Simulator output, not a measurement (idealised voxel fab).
You're looking at the process module voxel self aligned vias.
Section shown: cut. Width: 280 nm. Cell size: 5 nm, square.
Just so we're on the same page, the cross-sections are grids of square cells, and they're listed out in bands top to bottom, each band one or more rows deep. Quick guide to a band line: top height, bottom height (nm) up front; then every material left to right with its width in nm. Only one material and it's marked "throughout"? Then it fills the band edge to edge. And "air" just means empty space. Heights are reckoned from 0. Under this level, the received wafer is all of one material. The bottommost band is open-ended downward, for example "from 0 down". When a width is written as two numbers, as in "30->40", the first number is the width in the top row of cells of the band and the second is the width in its bottom row, and the width changes by the same amount from each row to the next. A step reported as "identical to before" is a step in which no cell of the cross-section changed. Voids not open to the top, 8 cells minimum: see "Closed empty spaces". Written width x height at distance; distance is from the left edge; nm. On a step's line, text after the settings is the simulator commenting on that step. When a step includes a mask, the "overlay nm" setting on its line states how far to the right of its planned place that mask lay, and negative values state how far to the left.

Process steps foreseen in the plan
step 1: RECEIVE: material Si
step 2: CONFORMAL_DEP: material SiO2, thk nm 10
step 3: CONFORMAL_DEP: material SiCN, thk nm 5
step 4: DIRECTIONAL_DEP: material SiO2, thk nm 30
step 5: MASKED_ETCH: tone open, mask id LINES, width nm 30, pitch nm 70, etch materials SiO2, depth nm 30, overlay nm 0
step 6: CONFORMAL_DEP: material TiN, thk nm 5
step 7: FILL_DEP: material Ru, thk nm 10
step 8: CMP: height nm 45
step 9: SELECTIVE_ETCH: etch materials W Ru TiN, depth nm 5
step 10: FILL_DEP: material SiN, thk nm 5
step 11: CMP: height nm 45
step 12: DIRECTIONAL_DEP: material SiO2, thk nm 20
step 13: MASKED_ETCH: tone open, mask id VIAS, width nm 50, etch materials SiO2, depth nm 20, overlay nm 0
step 14: MASKED_ETCH: tone open, mask id VIAS, width nm 50, etch materials SiN, depth nm 5, overlay nm 0
step 15: CONFORMAL_DEP: material TiN, thk nm 5
step 16: FILL_DEP: material W, thk nm 10
step 17: CMP: height nm 65
step 18: CONFORMAL_DEP: material SiCN, thk nm 5

The first of two wafers, run as planned

Cross-section of the wafer as it came to us, i.e., already through step 1
* from 0 down = Si throughout
* Closed empty spaces: none

Sectional view: wafer, after step 2
* from 10 to 0 = SiO2 throughout
* below 0: unchanged

Sectional view: wafer, after step 3
* from 15 to 10 = SiCN throughout
* below 10: unchanged

Sectional view: wafer, after step 4
* from 45 to 15 = SiO2 throughout
* below 15: unchanged

Sectional view: wafer, after step 5
* from 45 to 15 = 90 SiO2 / 30 air / 40 SiO2 / 30 air / 90 SiO2
* below 15: unchanged

Sectional view: wafer, after step 6
* from 50 to 45 = 95 TiN / 20 air / 50 TiN / 20 air / 95 TiN
* from 45 to 20 = 90 SiO2 / 5 TiN / 20 air / 5 TiN / 40 SiO2 / 5 TiN / 20 air / 5 TiN / 90 SiO2
* from 20 to 15 = 90 SiO2 / 30 TiN / 40 SiO2 / 30 TiN / 90 SiO2
* below 15: unchanged

Sectional view: wafer, after step 7
* from 60 to 50 = Ru throughout
* from 50 to 45 = 95 TiN / 20 Ru / 50 TiN / 20 Ru / 95 TiN
* from 45 to 20 = 90 SiO2 / 5 TiN / 20 Ru / 5 TiN / 40 SiO2 / 5 TiN / 20 Ru / 5 TiN / 90 SiO2
* below 20: unchanged

Sectional view: wafer, after step 8
* from 45 to 20 = 90 SiO2 / 5 TiN / 20 Ru / 5 TiN / 40 SiO2 / 5 TiN / 20 Ru / 5 TiN / 90 SiO2
* below 20: unchanged

Sectional view: wafer, after step 9
* from 45 to 40 = 90 SiO2 / 30 air / 40 SiO2 / 30 air / 90 SiO2
* below 40: unchanged

Sectional view: wafer, after step 10
* from 50 to 45 = SiN throughout
* from 45 to 40 = 90 SiO2 / 30 SiN / 40 SiO2 / 30 SiN / 90 SiO2
* below 40: unchanged

Sectional view: wafer, after step 11
* from 45 to 40 = 90 SiO2 / 30 SiN / 40 SiO2 / 30 SiN / 90 SiO2
* below 40: unchanged

Sectional view: wafer, after step 12
* from 65 to 45 = SiO2 throughout
* below 45: unchanged

Sectional view: wafer, after step 13
* from 65 to 45 = 80 SiO2 / 50 air / 150 SiO2
* below 45: unchanged

Sectional view: wafer, after step 14
* from 65 to 45 = 80 SiO2 / 50 air / 150 SiO2
* from 45 to 40 = 90 SiO2 / 30 air / 40 SiO2 / 30 SiN / 90 SiO2
* below 40: unchanged

Sectional view: wafer, after step 15
* from 70 to 65 = 85 TiN / 40 air / 155 TiN
* from 65 to 50 = 80 SiO2 / 5 TiN / 40 air / 5 TiN / 150 SiO2
* from 50 to 45 = 80 SiO2 / 15 TiN / 20 air / 15 TiN / 150 SiO2
* from 45 to 40 = 90 SiO2 / 30 TiN / 40 SiO2 / 30 SiN / 90 SiO2
* below 40: unchanged

Sectional view: wafer, after step 16
* from 80 to 70 = W throughout
* from 70 to 65 = 85 TiN / 40 W / 155 TiN
* from 65 to 50 = 80 SiO2 / 5 TiN / 40 W / 5 TiN / 150 SiO2
* from 50 to 45 = 80 SiO2 / 15 TiN / 20 W / 15 TiN / 150 SiO2
* below 45: unchanged

Sectional view: wafer, after step 17
* from 65 to 50 = 80 SiO2 / 5 TiN / 40 W / 5 TiN / 150 SiO2
* below 50: unchanged

Sectional view: wafer, after step 18
* from 70 to 65 = SiCN throughout
* below 65: unchanged

Wafer two of two - same starting point, same process plan, one mistake in execution; matches wafer one up to and including step 16

Second wafer profile in section, at the moment step 17 of the plan was meant to be complete
* from 70 to 65 = 85 TiN / 40 W / 155 TiN
* below 65: unchanged

Second wafer profile in section, at the moment step 18 of the plan was meant to be complete
* from 75 to 70 = SiCN throughout
* below 70: unchanged
Error vs. plan: step 17 did not use the planned setting and instead ran as CMP: height nm 70
Final cells, second wafer relative to first, materials higher or lower: +48 TiN, +8 W
